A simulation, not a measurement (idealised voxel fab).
Presented below is a process module, voxel gate over fins.
FYI the section here is cut, 195 nm wide, cells are 5 nm squares.
The cross-sections in this document take the form of a grid made of square cells. They are written out as bands, in order from top to bottom. Each band consists of one or more rows of cells. The entry gives the band's vertical extent as a top height and a bottom height in nm, then its horizontal make-up as materials from left to right, each with a width in nm. "blank" stands for empty space; a single material marked "everywhere" fills the band edge to edge. Convention: height 0 is the level below which the wafer, as received, is all one material. The lowest band does not terminate at the bottom but continues downward, represented as "0..down". A two-number width, for instance "30 to 40", indicates that the width is equal to the first number in the top row of the band and to the second number in the bottom row, and that it changes by a constant amount per row of cells. "left unchanged" means the step left every cell of the cross-section as it was. Look at "Closed internal cavities" for the closed voids: empty spaces with no open path to the top, sized 8 cells or up. Each is width x height at distance, distance from the left edge, all nm. On a step's line, text after the settings is the simulator commenting on that step. Steps that use a mask can have "overlay nm" on their line. It says how far the mask sat to the right of where it was meant to be. Negative means to the left.

[Intended process steps]
1 RECEIVE | material Si
2 CONFORMAL_DEP | material SiN | thk nm 5
3 DIRECTIONAL_DEP | material aC | thk nm 15
4 PATTERN | tone cover | mask id FINS | material resist | width nm 15 | pitch nm 60 | thk nm 30 | overlay nm 0
5 DIRECTIONAL_ETCH | etch materials aC | depth nm 15
6 STRIP | etch materials resist
7 DIRECTIONAL_ETCH | etch materials SiN | depth nm 5
8 DIRECTIONAL_ETCH | etch materials Si | depth nm 30
9 STRIP | etch materials aC
10 FILL_DEP | material SiO2 | thk nm 10
11 CMP | height nm 5
12 MASKED_ETCH | tone open | mask id RAIL | width nm 15 | etch materials SiO2 | depth nm 30 | overlay nm 0
13 CONFORMAL_DEP | material TiN | thk nm 5
14 FILL_DEP | material W | thk nm 5
15 CMP | height nm 5
16 SELECTIVE_ETCH | etch materials W Ru TiN | depth nm 20
17 FILL_DEP | material SiO2 | thk nm 5
18 CMP | height nm 5
19 SELECTIVE_ETCH | etch materials SiO2 | depth nm 15
20 STRIP | etch materials SiN
21 CONFORMAL_DEP | material HfO2 | thk nm 5
22 CONFORMAL_DEP | material TiN | thk nm 5
23 CONFORMAL_DEP | material TiAl | thk nm 5
24 CONFORMAL_DEP | material TiN | thk nm 5
25 FILL_DEP | material W | thk nm 15
26 CMP | height nm 30
27 CONFORMAL_DEP | material SiCN | thk nm 10

[Cross-section of the wafer as it came to us, i.e., already through step 1]
- 0..down  Si everywhere
- Closed internal cavities: none

[The module was run from the start shown above using the plan shown above, but one mistake was made doing it; the resulting wafer cross-section is below]
- 40..30  SiCN everywhere
- 30..20  W everywhere
- 20..15  10 W / 55 TiN / 5 W / 55 TiN / 5 W / 55 TiN / 10 W
- 15..10  10 W / 5 TiN / 45 TiAl / 5 TiN / 5 W / 5 TiN / 45 TiAl / 5 TiN / 5 W / 5 TiN / 45 TiAl / 5 TiN / 10 W
- 10..5  15 TiN / 5 TiAl / 35 TiN / 5 TiAl / 15 TiN / 5 TiAl / 35 TiN / 5 TiAl / 15 TiN / 5 TiAl / 35 TiN / 5 TiAl / 15 TiN
- 5..0  20 TiAl / 5 TiN / 25 HfO2 / 5 TiN / 25 TiAl / 5 TiN / 25 HfO2 / 5 TiN / 25 TiAl / 5 TiN / 25 HfO2 / 5 TiN / 20 TiAl
- 0..-5  25 TiN / 5 HfO2 / 15 Si / 5 HfO2 / 35 TiN / 5 HfO2 / 15 Si / 5 HfO2 / 35 TiN / 5 HfO2 / 15 Si / 5 HfO2 / 25 TiN
- -5..-10  30 HfO2 / 15 Si / 45 HfO2 / 15 Si / 45 HfO2 / 15 Si / 30 HfO2
- -10..-15  30 SiO2 / 15 Si / 45 SiO2 / 15 Si / 45 SiO2 / 15 Si / 30 SiO2
- -15..-20  30 SiO2 / 15 Si / 15 SiO2 / 5 TiN / 5 W / 5 TiN / 15 SiO2 / 15 Si / 45 SiO2 / 15 Si / 30 SiO2
- -20..-25  30 SiO2 / 15 Si / 15 SiO2 / 15 TiN / 15 SiO2 / 15 Si / 45 SiO2 / 15 Si / 30 SiO2
- -25..-60  30 SiO2 / 15 Si / 45 SiO2 / 15 Si / 45 SiO2 / 15 Si / 30 SiO2
- -60..down  Si everywhere
- Closed internal cavities: none
What was done differently from what was planned? step 8, plan: ran twice
